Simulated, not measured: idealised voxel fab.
process module | voxel self aligned vias
cross-section cut | 235 nm wide | cells 5 nm
A cross-section is a grid of square cells, given in bands from the top down. A band is one or more rows of cells.
Each band's line starts with the height of the band's top and of its bottom, in nm. Then come its materials from left to right, each with its width in nm. One material with "throughout" fills the band from edge to edge. "air" is empty space.
Height 0 is the level under which the wafer as received is all one material. The lowest band goes on downwards, as in "0 down".
A width such as "30 to 40" changes by the same amount from each row of cells to the next, from the band's top row to its bottom row.
"no change" after a step means that no cell of the cross-section changed.
closed voids: empty space of 8 cells or more with no open way to the top, each as width x height at its distance from the left edge, in nm
after a step's settings: what the simulator itself notes on the step
overlay nm, on a step with a mask: how far to the right of its planned place the mask lay; to the left if negative
plan
1 op RECEIVE | material Si
2 op CONFORMAL_DEP | material SiO2 | thk nm 15
3 op CONFORMAL_DEP | material SiCN | thk nm 5
4 op DIRECTIONAL_DEP | material lowk | thk nm 30
5 op DIRECTIONAL_DEP | material aC | thk nm 15
6 op PATTERN | tone open | mask id LINES | material resist | width nm 20 | pitch nm 60 | thk nm 35 | overlay nm 0
7 op DIRECTIONAL_ETCH | etch materials aC | depth nm 15
8 op STRIP | etch materials resist
9 op DIRECTIONAL_ETCH | etch materials lowk | depth nm 30
10 op STRIP | etch materials aC
11 op CONFORMAL_DEP | material TiN | thk nm 5
12 op FILL_DEP | material Ru | thk nm 5
13 op CMP | height nm 50
14 op SELECTIVE_ETCH | etch materials W Ru TiN | depth nm 5
15 op FILL_DEP | material SiN | thk nm 5
16 op CMP | height nm 50
17 op DIRECTIONAL_DEP | material lowk | thk nm 20
18 op PATTERN | tone open | mask id VIAS | material resist | width nm 30 | pitch nm 60 | thk nm 15 | overlay nm 0
19 op DIRECTIONAL_ETCH | etch materials lowk | depth nm 20
20 op DIRECTIONAL_ETCH | etch materials SiN | depth nm 5
21 op STRIP | etch materials resist
22 op CONFORMAL_DEP | material TiN | thk nm 5
23 op FILL_DEP | material Cu | thk nm 10
24 op CMP | height nm 70
25 op CONFORMAL_DEP | material SiCN | thk nm 5
as received, after step 1
  0 down: Si throughout
  closed voids: none
first wafer at the end, as planned
  75 to 70: SiCN throughout
  70 to 55: lowk 70 | TiN 5 | Cu 20 | TiN 5 | lowk 30 | TiN 5 | Cu 20 | TiN 5 | lowk 75
  55 to 50: lowk 70 | TiN 10 | Cu 10 | TiN 10 | lowk 30 | TiN 10 | Cu 10 | TiN 10 | lowk 75
  50 to 45: lowk 75 | TiN 20 | lowk 40 | TiN 20 | lowk 80
  45 to 25: lowk 75 | TiN 5 | Ru 10 | TiN 5 | lowk 40 | TiN 5 | Ru 10 | TiN 5 | lowk 80
  25 to 20: lowk 75 | TiN 20 | lowk 40 | TiN 20 | lowk 80
  20 to 15: SiCN throughout
  15 to 0: SiO2 throughout
  0 down: Si throughout
  closed voids: none
second wafer at the end: like start, like plan, one mistake
  75 to 70: SiCN throughout
  70 to 55: lowk 65 | TiN 5 | Cu 30 | TiN 5 | lowk 20 | TiN 5 | Cu 30 | TiN 5 | lowk 70
  55 to 50: lowk 65 | TiN 15 | Cu 10 | TiN 15 | lowk 20 | TiN 15 | Cu 10 | TiN 15 | lowk 70
  50 to 45: lowk 75 | TiN 20 | lowk 40 | TiN 20 | lowk 80
  45 to 25: lowk 75 | TiN 5 | Ru 10 | TiN 5 | lowk 40 | TiN 5 | Ru 10 | TiN 5 | lowk 80
  25 to 20: lowk 75 | TiN 20 | lowk 40 | TiN 20 | lowk 80
  20 to 15: SiCN throughout
  15 to 0: SiO2 throughout
  0 down: Si throughout
  closed voids: none
what went wrong: step 18 ran as: op PATTERN | tone open | mask id VIAS | material resist | width nm 40 | pitch nm 60 | thk nm 15 | overlay nm 0
at the end the second wafer has, in cells: 12 more of Cu | 4 more of TiN | 16 fewer of lowk
